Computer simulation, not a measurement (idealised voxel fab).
The name of this process module is voxel trench capacitor.
Cross-sectional view cut (width: 140 nm; square cell size: 5 nm).
If you're reading a cross-section in this doc, picture square cells in a grid; it comes to you as bands, top ones listed first down to the bottom, and a band can be one or more rows of cells. The band entry comprises the height of the band's top followed by the height of its bottom, expressed in nm, and subsequently the band's materials from left to right, each stated together with its width in nm. Where a single material is marked with the word "all across", that material fills the band from edge to edge. The word "air" represents empty space. Ref level 0: as-received wafer is one material below here. Bottom band extends down with no lower bound ("from 0 down"). It should be noted that a width expressed as "30->40" varies in equal increments from row to row of cells within the band, taking the value of the first number at the top row and that of the second number at the bottom row. "left unchanged" means the step left every cell of the cross-section as it was. Under "Fully sealed cavities" you'll find the enclosed gaps, the ones with no way out to the top, that are 8 cells or bigger; each reads width x height at distance, with distance counted from the left edge, everything in nm. after a step's settings: what the simulator itself notes on the step. "overlay nm" answers the question of how far to the right of plan the mask lay on a step that has a mask, and when it is negative the answer is to the left.

Planned step list for the process:
1) RECEIVE | material Si
2) CONFORMAL_DEP | material SiN | thk nm 10
3) MASKED_ETCH | tone open | mask id TRENCH | width nm 20 | pitch nm 35 | etch materials SiN | depth nm 10 | overlay nm 0
4) MASKED_ETCH | tone open | mask id TRENCH | width nm 20 | pitch nm 35 | etch materials Si | depth nm 35 | overlay nm 0
5) CONFORMAL_DEP | material Al2O3 | thk nm 5
6) FILL_DEP | material polySi | thk nm 5
7) CMP | height nm 0
Be aware that, although all wafers share a common starting state, the height nm at step 7 differs among them, and the plan displays the first wafer's value.

First wafer of several, as received: cross-section after step 1:
* from 0 down = Si all across
* Fully sealed cavities: none

Cross-sectional representation of the first of several wafers at the end of the module, i.e. after its terminal step, step 7:
* from 0 to -30 = Si 40, then Al2O3 5, then polySi 10, then Al2O3 5, then Si 15, then Al2O3 5, then polySi 10, then Al2O3 5, then Si 45
* from -30 to -35 = Si 40, then Al2O3 20, then Si 15, then Al2O3 20, then Si 45
* from -35 down = Si all across
* Fully sealed cavities: none

Final wafer cross-section at module end:
* from 20 to 15 = polySi all across
* from 15 to 10 = Al2O3 45, then polySi 10, then Al2O3 25, then polySi 10, then Al2O3 50
* from 10 to 0 = SiN 40, then Al2O3 5, then polySi 10, then Al2O3 5, then SiN 15, then Al2O3 5, then polySi 10, then Al2O3 5, then SiN 45
* from 0 to -30 = Si 40, then Al2O3 5, then polySi 10, then Al2O3 5, then Si 15, then Al2O3 5, then polySi 10, then Al2O3 5, then Si 45
* from -30 to -35 = Si 40, then Al2O3 20, then Si 15, then Al2O3 20, then Si 45
* from -35 down = Si all across
* Fully sealed cavities: none

End of module, by wafer: material-by-material cell gain (+) or loss (-) since receipt, then closed voids:
height nm 0 | +32 Al2O3 | -56 Si | +24 polySi | Fully sealed cavities: none
height nm 5 | +36 Al2O3 | -56 Si | +20 SiN | +28 polySi | Fully sealed cavities: none
height nm 10 | +40 Al2O3 | -56 Si | +40 SiN | +32 polySi | Fully sealed cavities: none
height nm 15 | +64 Al2O3 | -56 Si | +40 SiN | +36 polySi | Fully sealed cavities: none
height nm 20 | +64 Al2O3 | -56 Si | +40 SiN | +64 polySi | Fully sealed cavities: none
